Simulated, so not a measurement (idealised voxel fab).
process module | voxel self aligned vias
cross-section cut | 185 nm wide | cells 5 nm
A cross-section is a grid of square cells, given in bands from the top down. A band is one or more rows of cells.
Each band's line starts with the height of the band's top and of its bottom, in nm. Then come its materials from left to right, each with its width in nm. One material with "throughout" fills the band from edge to edge. "air" is empty space.
Height 0 is the level under which the wafer as received is all one material. The lowest band goes on downwards, as in "0 down".
A width such as "30 to 40" changes by the same amount from each row of cells to the next, from the band's top row to its bottom row.
"no change" after a step means that no cell of the cross-section changed.
closed voids: empty space of 8 cells or more with no open way to the top, each as width x height at its distance from the left edge, in nm
after a step's settings: what the simulator itself notes on the step
overlay nm, on a step with a mask: how far to the right of its planned place the mask lay; to the left if negative
plan
1 op RECEIVE | material Si
2 op CONFORMAL_DEP | material SiO2 | thk nm 10
3 op CONFORMAL_DEP | material SiCN | thk nm 5
4 op DIRECTIONAL_DEP | material SiO2 | thk nm 30
5 op PATTERN | tone open | mask id LINES | material resist | width nm 20 | pitch nm 55 | thk nm 15 | overlay nm 0
6 op DIRECTIONAL_ETCH | etch materials SiO2 | depth nm 30
7 op STRIP | etch materials resist
8 op CONFORMAL_DEP | material TiN | thk nm 5
9 op FILL_DEP | material Ru | thk nm 10
10 op CMP | height nm 45
11 op SELECTIVE_ETCH | etch materials W Ru TiN | depth nm 5
12 op FILL_DEP | material SiN | thk nm 10
13 op CMP | height nm 45
14 op DIRECTIONAL_DEP | material SiO2 | thk nm 15
15 op PATTERN | tone open | mask id VIAS | material resist | width nm 30 | pitch nm 55 | thk nm 20 | overlay nm 0
16 op DIRECTIONAL_ETCH | etch materials SiO2 | depth nm 15
17 op DIRECTIONAL_ETCH | etch materials SiN | depth nm 5
18 op STRIP | etch materials resist
19 op CONFORMAL_DEP | material TiN | thk nm 5
20 op FILL_DEP | material Cu | thk nm 10
21 op CMP | height nm 60
22 op CONFORMAL_DEP | material SiN | thk nm 5
as received, after step 1
  0 down: Si throughout
  closed voids: none
first wafer at the end, as planned
  65 to 60: SiN throughout
  60 to 50: SiO2 50 | TiN 5 | Cu 20 | TiN 5 | SiO2 25 | TiN 5 | Cu 20 | TiN 5 | SiO2 50
  50 to 45: SiO2 50 | TiN 10 | Cu 10 | TiN 10 | SiO2 25 | TiN 10 | Cu 10 | TiN 10 | SiO2 50
  45 to 40: SiO2 55 | TiN 20 | SiO2 35 | TiN 20 | SiO2 55
  40 to 20: SiO2 55 | TiN 5 | Ru 10 | TiN 5 | SiO2 35 | TiN 5 | Ru 10 | TiN 5 | SiO2 55
  20 to 15: SiO2 55 | TiN 20 | SiO2 35 | TiN 20 | SiO2 55
  15 to 10: SiCN throughout
  10 to 0: SiO2 throughout
  0 down: Si throughout
  closed voids: none
second wafer at the end: like start, like plan, one mistake
  65 to 60: SiN throughout
  60 to 50: SiO2 55 | TiN 5 | Cu 15 | TiN 5 | SiO2 30 | TiN 5 | Cu 15 | TiN 5 | SiO2 50
  50 to 45: SiO2 55 | TiN 5 | Cu 10 | TiN 10 | SiO2 30 | TiN 5 | Cu 10 | TiN 10 | SiO2 50
  45 to 40: SiO2 55 | TiN 20 | SiO2 35 | TiN 20 | SiO2 55
  40 to 20: SiO2 55 | TiN 5 | Ru 10 | TiN 5 | SiO2 35 | TiN 5 | Ru 10 | TiN 5 | SiO2 55
  20 to 15: SiO2 55 | TiN 20 | SiO2 35 | TiN 20 | SiO2 55
  15 to 10: SiCN throughout
  10 to 0: SiO2 throughout
  0 down: Si throughout
  closed voids: none
what went wrong: step 15 ran as: op PATTERN | tone open | mask id VIAS | material resist | width nm 25 | pitch nm 55 | thk nm 20 | overlay nm 0
at the end the second wafer has, in cells: 4 fewer of Cu | 6 more of SiO2 | 2 fewer of TiN
